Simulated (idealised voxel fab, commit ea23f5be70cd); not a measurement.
Module name: voxel self aligned vias (process module)
In the cross-section labelled cut, the width is 215 nm and each square cell is 5 nm.
When this document writes out a cross-section, it uses a grid of square cells and lists it as bands, beginning at the top and moving down, with a band standing for one or more rows of cells. Band: top height; bottom height; in nm. Then, left to right: material with width in nm, for each material. "throughout": a single material spanning edge to edge. "blank": empty space. Heads up on the height convention: 0 is the point under which the incoming wafer is all one material, and the lowest band has no bottom, it just keeps going down, like "0..down". Graded width ("30 to 40"): value in top row of band = first number; value in bottom row = second number; row-to-row change constant. A step reported as "nothing got changed" is a step in which no cell of the cross-section changed. Enclosed voids (no open way to top), threshold 8 cells or more, entry "Unvented voids", notation width x height at distance, distance from left edge, nm. Where a step's line continues beyond its settings, the continuation is a remark by the simulator itself on that step. "overlay nm", when on a step's line for a step with a mask, measures how far to the right of its planned place the mask lay; a negative measure means to the left.

# Steps planned for the process
1 RECEIVE (material Si)
2 CONFORMAL_DEP (material SiO2; thk nm 15)
3 CONFORMAL_DEP (material SiCN; thk nm 5)
4 DIRECTIONAL_DEP (material lowk; thk nm 30)
5 PATTERN (tone open; mask id LINES; material resist; width nm 30; pitch nm 70; thk nm 15; overlay nm 0)
6 DIRECTIONAL_ETCH (etch materials lowk; depth nm 30)
7 STRIP (etch materials resist)
8 CONFORMAL_DEP (material TiN; thk nm 5)
9 FILL_DEP (material W; thk nm 10)
10 CMP (height nm 50)
11 SELECTIVE_ETCH (etch materials W Ru TiN; depth nm 5)
12 FILL_DEP (material SiN; thk nm 5)
13 CMP (height nm 50)
14 DIRECTIONAL_DEP (material lowk; thk nm 15)
15 MASKED_ETCH (tone open; mask id VIAS; width nm 50; pitch nm 70; etch materials lowk; depth nm 15; overlay nm 0)
16 MASKED_ETCH (tone open; mask id VIAS; width nm 50; pitch nm 70; etch materials SiN; depth nm 5; overlay nm 0)
17 CONFORMAL_DEP (material TiN; thk nm 5)
18 FILL_DEP (material W; thk nm 5)
19 CMP (height nm 65)
20 CONFORMAL_DEP (material SiCN; thk nm 5)

# First of two wafers - as planned

# Wafer cross-section on receipt, i.e. after step 1
- 0..down | Si throughout
- Unvented voids: none

# Cross-sectional representation of the wafer at the conclusion of step 2
- 15..0 | SiO2 throughout
- Under the height 0 nothing was changed.

# Cross-sectional representation of the wafer at the conclusion of step 3
- 20..15 | SiCN throughout
- Under the height 15 nothing was changed.

# Cross-sectional representation of the wafer at the conclusion of step 4
- 50..20 | lowk throughout
- Under the height 20 nothing was changed.

# Cross-sectional representation of the wafer at the conclusion of step 5
- 65..50 | 55 resist  30 blank  40 resist  30 blank  60 resist
- Under the height 50 nothing was changed.

# Cross-sectional representation of the wafer at the conclusion of step 6
- 65..50 | 55 resist  30 blank  40 resist  30 blank  60 resist
- 50..20 | 55 lowk  30 blank  40 lowk  30 blank  60 lowk
- Under the height 20 nothing was changed.

# Cross-sectional representation of the wafer at the conclusion of step 7
- 50..20 | 55 lowk  30 blank  40 lowk  30 blank  60 lowk
- Under the height 20 nothing was changed.

# Cross-sectional representation of the wafer at the conclusion of step 8
- 55..50 | 60 TiN  20 blank  50 TiN  20 blank  65 TiN
- 50..25 | 55 lowk  5 TiN  20 blank  5 TiN  40 lowk  5 TiN  20 blank  5 TiN  60 lowk
- 25..20 | 55 lowk  30 TiN  40 lowk  30 TiN  60 lowk
- Under the height 20 nothing was changed.

# Cross-sectional representation of the wafer at the conclusion of step 9
- 65..55 | W throughout
- 55..50 | 60 TiN  20 W  50 TiN  20 W  65 TiN
- 50..25 | 55 lowk  5 TiN  20 W  5 TiN  40 lowk  5 TiN  20 W  5 TiN  60 lowk
- Under the height 25 nothing was changed.

# Cross-sectional representation of the wafer at the conclusion of step 10
- 50..25 | 55 lowk  5 TiN  20 W  5 TiN  40 lowk  5 TiN  20 W  5 TiN  60 lowk
- Under the height 25 nothing was changed.

# Cross-sectional representation of the wafer at the conclusion of step 11
- 50..45 | 55 lowk  30 blank  40 lowk  30 blank  60 lowk
- Under the height 45 nothing was changed.

# Cross-sectional representation of the wafer at the conclusion of step 12
- 55..50 | SiN throughout
- 50..45 | 55 lowk  30 SiN  40 lowk  30 SiN  60 lowk
- Under the height 45 nothing was changed.

# Cross-sectional representation of the wafer at the conclusion of step 13
- 50..45 | 55 lowk  30 SiN  40 lowk  30 SiN  60 lowk
- Under the height 45 nothing was changed.

# Cross-sectional representation of the wafer at the conclusion of step 14
- 65..50 | lowk throughout
- Under the height 50 nothing was changed.

# Cross-sectional representation of the wafer at the conclusion of step 15
- 65..50 | 45 lowk  50 blank  20 lowk  50 blank  50 lowk
- Under the height 50 nothing was changed.

# Cross-sectional representation of the wafer at the conclusion of step 16
- 65..50 | 45 lowk  50 blank  20 lowk  50 blank  50 lowk
- 50..45 | 55 lowk  30 blank  40 lowk  30 blank  60 lowk
- Under the height 45 nothing was changed.

# Cross-sectional representation of the wafer at the conclusion of step 17
- 70..65 | 50 TiN  40 blank  30 TiN  40 blank  55 TiN
- 65..55 | 45 lowk  5 TiN  40 blank  5 TiN  20 lowk  5 TiN  40 blank  5 TiN  50 lowk
- 55..50 | 45 lowk  15 TiN  20 blank  15 TiN  20 lowk  15 TiN  20 blank  15 TiN  50 lowk
- 50..45 | 55 lowk  30 TiN  40 lowk  30 TiN  60 lowk
- Under the height 45 nothing was changed.

# Cross-sectional representation of the wafer at the conclusion of step 18
- 75..70 | W throughout
- 70..65 | 50 TiN  40 W  30 TiN  40 W  55 TiN
- 65..55 | 45 lowk  5 TiN  40 W  5 TiN  20 lowk  5 TiN  40 W  5 TiN  50 lowk
- 55..50 | 45 lowk  15 TiN  20 W  15 TiN  20 lowk  15 TiN  20 W  15 TiN  50 lowk
- Under the height 50 nothing was changed.

# Cross-sectional representation of the wafer at the conclusion of step 19
- 65..55 | 45 lowk  5 TiN  40 W  5 TiN  20 lowk  5 TiN  40 W  5 TiN  50 lowk
- Under the height 55 nothing was changed.

# Cross-sectional representation of the wafer at the conclusion of step 20
- 70..65 | SiCN throughout
- Under the height 65 nothing was changed.

# Wafer two of two - same starting point, same process plan, one mistake in execution; matches wafer one up to and including step 13

# Second wafer, section view, time point: scheduled end of step 14
- 50..45 | 45 lowk  10 blank  30 SiN  10 blank  20 lowk  10 blank  30 SiN  10 blank  50 lowk
- 45..35 | 45 lowk  10 blank  5 TiN  20 W  5 TiN  10 blank  20 lowk  10 blank  5 TiN  20 W  5 TiN  10 blank  50 lowk
- Under the height 35 nothing was changed.

# Second wafer, section view, time point: scheduled end of step 15
- 65..50 | 45 lowk  10 blank  30 lowk  10 blank  20 lowk  10 blank  30 lowk  10 blank  50 lowk
- 50..45 | 55 lowk  30 SiN  40 lowk  30 SiN  60 lowk
- 45..25 | 55 lowk  5 TiN  20 W  5 TiN  40 lowk  5 TiN  20 W  5 TiN  60 lowk
- Under the height 25 nothing was changed.

Second wafer, section view, time point: scheduled end of step 16: nothing got changed

# Second wafer, section view, time point: scheduled end of step 17
- 70..65 | TiN throughout
- 65..50 | 45 lowk  10 TiN  30 lowk  10 TiN  20 lowk  10 TiN  30 lowk  10 TiN  50 lowk
- Under the height 50 nothing was changed.

# Second wafer, section view, time point: scheduled end of step 18
- 75..70 | W throughout
- Under the height 70 nothing was changed.

# Second wafer, section view, time point: scheduled end of step 19
- 65..50 | 45 lowk  10 TiN  30 lowk  10 TiN  20 lowk  10 TiN  30 lowk  10 TiN  50 lowk
- Under the height 50 nothing was changed.

# Second wafer, section view, time point: scheduled end of step 20
- 70..65 | SiCN throughout
- Under the height 65 nothing was changed.
Processing error: plan steps 14 and 15 run swapped
Looking at both finished wafers in cells, the second ends up ahead of or behind the first on some materials: 12 more of SiN | 8 fewer of TiN | 40 fewer of W | 36 more of lowk
